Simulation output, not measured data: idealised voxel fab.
process module | voxel capacitor over wiring
cross-section cut | 275 nm wide | cells 5 nm
A cross-section is a grid of square cells, given in bands from the top down. A band is one or more rows of cells.
Each band's line starts with the height of the band's top and of its bottom, in nm. Then come its materials from left to right, each with its width in nm. One material with "throughout" fills the band from edge to edge. "air" is empty space.
Height 0 is the level under which the wafer as received is all one material. The lowest band goes on downwards, as in "0 down".
A width such as "30 to 40" changes by the same amount from each row of cells to the next, from the band's top row to its bottom row.
"no change" after a step means that no cell of the cross-section changed.
closed voids: empty space of 8 cells or more with no open way to the top, each as width x height at its distance from the left edge, in nm
after a step's settings: what the simulator itself notes on the step
overlay nm, on a step with a mask: how far to the right of its planned place the mask lay; to the left if negative
plan
1 op RECEIVE | material Si
2 op CONFORMAL_DEP | material SiO2 | thk nm 10
3 op CONFORMAL_DEP | material SiCN | thk nm 5
4 op DIRECTIONAL_DEP | material lowk | thk nm 20
5 op DIRECTIONAL_DEP | material aC | thk nm 15
6 op PATTERN | tone open | mask id METAL_1 | material resist | width nm 20 | pitch nm 75 | thk nm 30 | overlay nm 0
7 op DIRECTIONAL_ETCH | etch materials aC | depth nm 15
8 op STRIP | etch materials resist
9 op DIRECTIONAL_ETCH | etch materials lowk | depth nm 20
10 op DIRECTIONAL_ETCH | etch materials SiCN | depth nm 5
11 op STRIP | etch materials aC
12 op CONFORMAL_DEP | material TiN | thk nm 5
13 op FILL_DEP | material Cu | thk nm 10
14 op CMP | height nm 35
15 op CONFORMAL_DEP | material SiCN | thk nm 5
16 op DIRECTIONAL_DEP | material SiO2 | thk nm 10
17 op DIRECTIONAL_DEP | material aC | thk nm 10
18 op PATTERN | tone open | mask id PLUG_1 | material resist | width nm 15 | thk nm 25 | overlay nm 0
19 op DIRECTIONAL_ETCH | etch materials aC | depth nm 10
20 op STRIP | etch materials resist
21 op DIRECTIONAL_ETCH | etch materials SiO2 | depth nm 10
22 op DIRECTIONAL_ETCH | etch materials SiCN | depth nm 5
23 op STRIP | etch materials aC
24 op EPI | material Ru | thk nm 10
25 op EPI | material Ru | thk nm 5
26 op DIRECTIONAL_DEP | material TiN | thk nm 10
27 op DIRECTIONAL_DEP | material SiN | thk nm 5
28 op DIRECTIONAL_DEP | material TiN | thk nm 5
29 op PATTERN | tone cover | mask id UPPER_PLATE | material resist | width nm 60 | thk nm 20 | overlay nm 0
30 op DIRECTIONAL_ETCH | etch materials TiN | depth nm 5
31 op DIRECTIONAL_ETCH | etch materials SiN | depth nm 5
32 op STRIP | etch materials resist
33 op MASKED_ETCH | tone cover | mask id LOWER_PLATE | width nm 70 | etch materials TiN | depth nm 10 | overlay nm 0
34 op FILL_DEP | material SiO2 | thk nm 15
35 op CMP | height nm 80
36 op MASKED_ETCH | tone open | mask id PLUG_2 | width nm 15 | etch materials SiO2 | depth nm 10 | overlay nm 0
37 op CONFORMAL_DEP | material TiN | thk nm 5
38 op FILL_DEP | material W | thk nm 10
39 op CMP | height nm 80
40 op CONFORMAL_DEP | material SiCN | thk nm 5
as received, after step 1
  0 down: Si throughout
  closed voids: none
a wafer at the end: this start, this plan, one mistake
  85 to 80: SiCN throughout
  80 to 75: SiO2 95 | SiN 60 | SiO2 120
  75 to 65: SiO2 90 | TiN 70 | SiO2 115
  65 to 55: SiO2 95 | Ru 15 | SiO2 165
  55 to 50: SiCN 95 | Ru 15 | SiCN 165
  50 to 40: Cu throughout
  40 to 35: TiN 95 | Cu 10 | TiN 65 | Cu 10 | TiN 95
  35 to 15: lowk 90 | TiN 5 | Cu 10 | TiN 5 | lowk 55 | TiN 5 | Cu 10 | TiN 5 | lowk 90
  15 to 10: SiCN 90 | TiN 20 | SiCN 55 | TiN 20 | SiCN 90
  10 to 0: SiO2 throughout
  0 down: Si throughout
  closed voids: none
what went wrong: step 14 was left out
